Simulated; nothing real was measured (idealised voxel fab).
process module | voxel capacitor over wiring
cross-section cut | 230 nm wide | cells 5 nm
A cross-section is a grid of square cells, given in bands from the top down. A band is one or more rows of cells.
Each band's line starts with the height of the band's top and of its bottom, in nm. Then come its materials from left to right, each with its width in nm. One material with "throughout" fills the band from edge to edge. "air" is empty space.
Height 0 is the level under which the wafer as received is all one material. The lowest band goes on downwards, as in "0 down".
A width such as "30 to 40" changes by the same amount from each row of cells to the next, from the band's top row to its bottom row.
"no change" after a step means that no cell of the cross-section changed.
closed voids: empty space of 8 cells or more with no open way to the top, each as width x height at its distance from the left edge, in nm
after a step's settings: what the simulator itself notes on the step
overlay nm, on a step with a mask: how far to the right of its planned place the mask lay; to the left if negative
plan
1 op RECEIVE | material Si
2 op CONFORMAL_DEP | material SiO2 | thk nm 10
3 op CONFORMAL_DEP | material SiN | thk nm 5
4 op DIRECTIONAL_DEP | material lowk | thk nm 15
5 op PATTERN | tone open | mask id METAL_1 | material resist | width nm 20 | pitch nm 80 | thk nm 20 | overlay nm 0
6 op DIRECTIONAL_ETCH | etch materials lowk | depth nm 15
7 op DIRECTIONAL_ETCH | etch materials SiN | depth nm 5
8 op STRIP | etch materials resist
9 op CONFORMAL_DEP | material TiN | thk nm 5
10 op FILL_DEP | material W | thk nm 10
11 op CMP | height nm 30
12 op CONFORMAL_DEP | material SiCN | thk nm 5
13 op DIRECTIONAL_DEP | material SiO2 | thk nm 15
14 op MASKED_ETCH | tone open | mask id PLUG_1 | width nm 15 | etch materials SiO2 | depth nm 15 | overlay nm -15
15 op MASKED_ETCH | tone open | mask id PLUG_1 | width nm 15 | etch materials SiCN | depth nm 5 | overlay nm 0
16 op CONFORMAL_DEP | material TiN | thk nm 5
17 op FILL_DEP | material Ru | thk nm 10
18 op CMP | height nm 50
19 op DIRECTIONAL_DEP | material TiN | thk nm 5
20 op DIRECTIONAL_DEP | material Al2O3 | thk nm 5
21 op DIRECTIONAL_DEP | material TiN | thk nm 5
22 op MASKED_ETCH | tone cover | mask id UPPER_PLATE | width nm 65 | etch materials TiN | depth nm 5 | overlay nm 0
23 op MASKED_ETCH | tone cover | mask id UPPER_PLATE | width nm 65 | etch materials Al2O3 | depth nm 5 | overlay nm 0
24 op PATTERN | tone cover | mask id LOWER_PLATE | material resist | width nm 75 | thk nm 20 | overlay nm 0
25 op DIRECTIONAL_ETCH | etch materials TiN | depth nm 5
26 op STRIP | etch materials resist
27 op FILL_DEP | material SiO2 | thk nm 15
28 op CMP | height nm 75
29 op MASKED_ETCH | tone open | mask id PLUG_2 | width nm 15 | etch materials SiO2 | depth nm 10 | overlay nm 0
30 op CONFORMAL_DEP | material TiN | thk nm 5
31 op FILL_DEP | material Ru | thk nm 10
32 op CMP | height nm 75
33 op CONFORMAL_DEP | material SiN | thk nm 5
varied across the wafers: overlay nm of step 14. The plan shows the first wafer's value. All wafers start alike
first wafer as received, after step 1
  0 down: Si throughout
  closed voids: none
each wafer at the end: cells of each material gained (+) or lost (-) since it was received, then its closed voids
overlay nm -15 | +13 Al2O3 | +3 Ru | +46 SiCN | +84 SiN | +404 SiO2 | +60 TiN | +12 W | +114 lowk | closed voids: none
overlay nm -10 | +13 Al2O3 | +3 Ru | +45 SiCN | +84 SiN | +404 SiO2 | +61 TiN | +12 W | +114 lowk | closed voids: none
overlay nm -5 | +13 Al2O3 | +3 Ru | +44 SiCN | +84 SiN | +404 SiO2 | +62 TiN | +12 W | +114 lowk | closed voids: none
overlay nm 0 | +13 Al2O3 | +4 Ru | +43 SiCN | +84 SiN | +404 SiO2 | +62 TiN | +12 W | +114 lowk | closed voids: none
overlay nm 5 | +13 Al2O3 | +3 Ru | +44 SiCN | +84 SiN | +404 SiO2 | +62 TiN | +12 W | +114 lowk | closed voids: none
overlay nm 10 | +13 Al2O3 | +3 Ru | +45 SiCN | +84 SiN | +404 SiO2 | +61 TiN | +12 W | +114 lowk | closed voids: none
overlay nm 15 | +13 Al2O3 | +3 Ru | +46 SiCN | +84 SiN | +404 SiO2 | +60 TiN | +12 W | +114 lowk | closed voids: none
